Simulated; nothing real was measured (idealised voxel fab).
process module | voxel double patterning
cross-section cut | 200 nm wide | cells 5 nm
A cross-section is a grid of square cells, given in bands from the top down. A band is one or more rows of cells.
Each band's line starts with the height of the band's top and of its bottom, in nm. Then come its materials from left to right, each with its width in nm. One material with "throughout" fills the band from edge to edge. "air" is empty space.
Height 0 is the level under which the wafer as received is all one material. The lowest band goes on downwards, as in "0 down".
A width such as "30 to 40" changes by the same amount from each row of cells to the next, from the band's top row to its bottom row.
"no change" after a step means that no cell of the cross-section changed.
closed voids: empty space of 8 cells or more with no open way to the top, each as width x height at its distance from the left edge, in nm
after a step's settings: what the simulator itself notes on the step
overlay nm, on a step with a mask: how far to the right of its planned place the mask lay; to the left if negative
plan
1 op RECEIVE | material Si
2 op CONFORMAL_DEP | material SiO2 | thk nm 10
3 op DIRECTIONAL_DEP | material TiN | thk nm 20
4 op DIRECTIONAL_DEP | material SiN | thk nm 5
5 op MASKED_ETCH | tone open | mask id FIRST | width nm 15 | pitch nm 50 | etch materials SiN | depth nm 5 | overlay nm 0
6 op DIRECTIONAL_DEP | material aC | thk nm 15
7 op PATTERN | tone open | mask id SECOND | material resist | width nm 15 | thk nm 35 | overlay nm 0
8 op DIRECTIONAL_ETCH | etch materials aC | depth nm 15
9 op STRIP | etch materials resist
10 op DIRECTIONAL_ETCH | etch materials SiN | depth nm 5
11 op STRIP | etch materials aC
12 op DIRECTIONAL_ETCH | etch materials TiN | depth nm 20
13 op STRIP | etch materials SiN
as received, after step 1
  0 down: Si throughout
  closed voids: none
a wafer at the end: this start, this plan, one mistake
  30 to 20: SiO2 throughout
  20 to 0: TiN throughout
  0 down: Si throughout
  closed voids: none
what went wrong: steps 2 and 3 were swapped
